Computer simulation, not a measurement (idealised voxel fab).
voxel trench capacitor: a process module
FYI the section here is cut, 250 nm wide, cells are 5 nm squares.
Square cells in a grid make up a cross-section in this document, and the grid is given as bands, listed from the top down, each one or more rows of cells.
Heights first: top, then bottom, in nm. Then materials, left to right, each with a width in nm. "throughout" on a single material: fills the band edge to edge. "empty": empty space.
For the purposes of this specification, 0 denotes the height below which the wafer in its as-received condition is composed wholly of one material, and the lowermost band, lacking a lower limit, extends downward without end, as expressed in "0..down".
Note: "30..40" means the width goes from the first number (top row of the band) to the second number (bottom row) in equal steps per row of cells.
"no modification" after a step means that no cell of the cross-section changed.
"Enclosed void list": empty spaces of 8 cells or more with no open way to the top, each given as width x height at distance, distance from the left edge, all in nm.
That trailing text on a step's line, after the settings, is the simulator's own remark on the step.
You can add "overlay nm" to a step's line. For a step with a mask, it describes how far the mask lay to the right of its planned position, and a negative number describes a lay to the left.
[The process steps that were planned are listed below]
| 1 | RECEIVE | material Si |
| 2 | CONFORMAL_DEP | material SiN | thk nm 10 |
| 3 | PATTERN | tone open | mask id TRENCH | material resist | width nm 20 | pitch nm 40 | thk nm 20 | overlay nm 0 |
| 4 | DIRECTIONAL_ETCH | etch materials SiN | depth nm 10 |
| 5 | DIRECTIONAL_ETCH | etch materials Si | depth nm 35 |
| 6 | STRIP | etch materials resist |
| 7 | CONFORMAL_DEP | material Al2O3 | thk nm 5 |
| 8 | FILL_DEP | material polySi | thk nm 5 |
| 9 | CMP | height nm 10 |
[The first wafer of two, processed as planned]
[Cross-section of the wafer upon arrival, representing the state reached after step 1]
0..down = Si throughout
Enclosed void list: none
[Cross-section: wafer state after step 2]
10..0 = SiN throughout
At heights below 0, the structure remains unaltered.
[Cross-section: wafer state after step 3]
30..10 = 95 resist, then 20 empty, then 20 resist, then 20 empty, then 95 resist
At heights below 10, the structure remains unaltered.
[Cross-section: wafer state after step 4]
30..10 = 95 resist, then 20 empty, then 20 resist, then 20 empty, then 95 resist
10..0 = 95 SiN, then 20 empty, then 20 SiN, then 20 empty, then 95 SiN
At heights below 0, the structure remains unaltered.
[Cross-section: wafer state after step 5]
30..10 = 95 resist, then 20 empty, then 20 resist, then 20 empty, then 95 resist
10..0 = 95 SiN, then 20 empty, then 20 SiN, then 20 empty, then 95 SiN
0..-35 = 95 Si, then 20 empty, then 20 Si, then 20 empty, then 95 Si
At heights below -35, the structure remains unaltered.
[Cross-section: wafer state after step 6]
10..0 = 95 SiN, then 20 empty, then 20 SiN, then 20 empty, then 95 SiN
At heights below 0, the structure remains unaltered.
[Cross-section: wafer state after step 7]
15..10 = 100 Al2O3, then 10 empty, then 30 Al2O3, then 10 empty, then 100 Al2O3
10..0 = 95 SiN, then 5 Al2O3, then 10 empty, then 5 Al2O3, then 20 SiN, then 5 Al2O3, then 10 empty, then 5 Al2O3, then 95 SiN
0..-30 = 95 Si, then 5 Al2O3, then 10 empty, then 5 Al2O3, then 20 Si, then 5 Al2O3, then 10 empty, then 5 Al2O3, then 95 Si
-30..-35 = 95 Si, then 20 Al2O3, then 20 Si, then 20 Al2O3, then 95 Si
At heights below -35, the structure remains unaltered.
[Cross-section: wafer state after step 8]
20..15 = polySi throughout
15..10 = 100 Al2O3, then 10 polySi, then 30 Al2O3, then 10 polySi, then 100 Al2O3
10..0 = 95 SiN, then 5 Al2O3, then 10 polySi, then 5 Al2O3, then 20 SiN, then 5 Al2O3, then 10 polySi, then 5 Al2O3, then 95 SiN
0..-30 = 95 Si, then 5 Al2O3, then 10 polySi, then 5 Al2O3, then 20 Si, then 5 Al2O3, then 10 polySi, then 5 Al2O3, then 95 Si
At heights below -30, the structure remains unaltered.
[Cross-section: wafer state after step 9]
10..0 = 95 SiN, then 5 Al2O3, then 10 polySi, then 5 Al2O3, then 20 SiN, then 5 Al2O3, then 10 polySi, then 5 Al2O3, then 95 SiN
At heights below 0, the structure remains unaltered.
[Wafer two of the pair: same origin, same plan, one error during the run; identical to wafer one up to and including step 8]
[Cross-section, second wafer, at the end time the plan gives for step 9]
5..0 = 95 SiN, then 5 Al2O3, then 10 polySi, then 5 Al2O3, then 20 SiN, then 5 Al2O3, then 10 polySi, then 5 Al2O3, then 95 SiN
At heights below 0, the structure remains unaltered.
Which mistake was made when the wafer was run? step 9 did not happen as planned, as run it was CMP | height nm 5
End of process, cell counts, second wafer against first, materials with more or fewer: -4 Al2O3; -42 SiN; -4 polySi
